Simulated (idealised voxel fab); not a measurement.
This section sets out a process module, namely voxel ribs on slabs.
The cross-section shown here is cut; it is 270 nm wide and divided into square cells measuring 5 nm on a side.
A cross-section is written here as square cells arranged in a grid, and it is given in bands from the top down, each band taking up one or more rows of cells. In this notation a band is specified by the heights of its top and bottom, in that order and in nm, after which its materials appear from left to right, each paired with its width in nm. The word "edge to edge" attached to a single material means that material fills the band from edge to edge; the word "empty" stands for empty space. The level at which height equals 0 is the one under which the wafer, as it arrives, is entirely one material. No lower edge exists for the bottom band, which continues downward and is notated as in "0 and below". It should be noted that a width expressed as "30..40" varies in equal increments from row to row of cells within the band, taking the value of the first number at the top row and that of the second number at the bottom row. A step reported as "no alteration" is a step in which no cell of the cross-section changed. The entry titled "Enclosed internal cavities" provides the empty spaces that have no open way to the top, restricted to those of 8 cells or more. Each is presented as width x height at distance, the distance being measured from the left edge, with all three in nm. Anything after a step's settings on that line? It's the simulator's own note about the step. "overlay nm" denotes, for a step that has a mask, the displacement of the mask to the right of its planned place, with negative values corresponding to the left.
### This section lists the process steps that were planned
1) RECEIVE (material Si)
2) DIRECTIONAL_DEP (material SiO2; thk nm 25)
3) DIRECTIONAL_DEP (material SiN; thk nm 20)
4) PATTERN (tone cover; mask id RIB; material resist; width nm 30; thk nm 15; overlay nm 0)
5) DIRECTIONAL_ETCH (etch materials SiN; depth nm 15)
6) STRIP (etch materials resist)
7) MASKED_ETCH (tone cover; mask id SLAB; width nm 80; etch materials SiN; depth nm 5; overlay nm 0)
8) FILL_DEP (material SiO2; thk nm 25)
9) CMP (height nm 65)
10) DIRECTIONAL_DEP (material TiN; thk nm 5)
11) DIRECTIONAL_DEP (material aC; thk nm 15)
12) PATTERN (tone cover; mask id HEATER; material resist; width nm 40; thk nm 35; overlay nm 0)
13) DIRECTIONAL_ETCH (etch materials aC; depth nm 15)
14) STRIP (etch materials resist)
15) DIRECTIONAL_ETCH (etch materials TiN; depth nm 5)
16) STRIP (etch materials aC)
17) CONFORMAL_DEP (material SiO2; thk nm 10)
### Cross-section of the wafer upon arrival, representing the state reached after step 1
> 0 and below | Si edge to edge
> Enclosed internal cavities: none
### Post-module cross-section of the first of two wafers (run per plan)
> 80 down to 75 | empty: 105; SiO2: 60; empty: 105
> 75 down to 70 | SiO2 edge to edge
> 70 down to 65 | SiO2: 115; TiN: 40; SiO2: 115
> 65 down to 45 | SiO2 edge to edge
> 45 down to 30 | SiO2: 120; SiN: 30; SiO2: 120
> 30 down to 25 | SiO2: 95; SiN: 80; SiO2: 95
> 25 down to 0 | SiO2 edge to edge
> 0 and below | Si edge to edge
> Enclosed internal cavities: none
### Cross-sectional view: second of two wafers, end of module; start and plan identical to the first, one mistake in running
> 80 down to 75 | SiO2: 125; empty: 20; SiO2: 125
> 75 down to 70 | SiO2 edge to edge
> 70 down to 65 | TiN: 115; SiO2: 40; TiN: 115
> 65 down to 45 | SiO2 edge to edge
> 45 down to 30 | SiO2: 120; SiN: 30; SiO2: 120
> 30 down to 25 | SiO2: 95; SiN: 80; SiO2: 95
> 25 down to 0 | SiO2 edge to edge
> 0 and below | Si edge to edge
> Enclosed internal cavities: none
Run error: rather than as planned, step 12 actually ran as PATTERN (tone open; mask id HEATER; material resist; width nm 40; thk nm 35; overlay nm 0)
Final difference in cells, second wafer against first, listed per material as more or fewer: +38 TiN
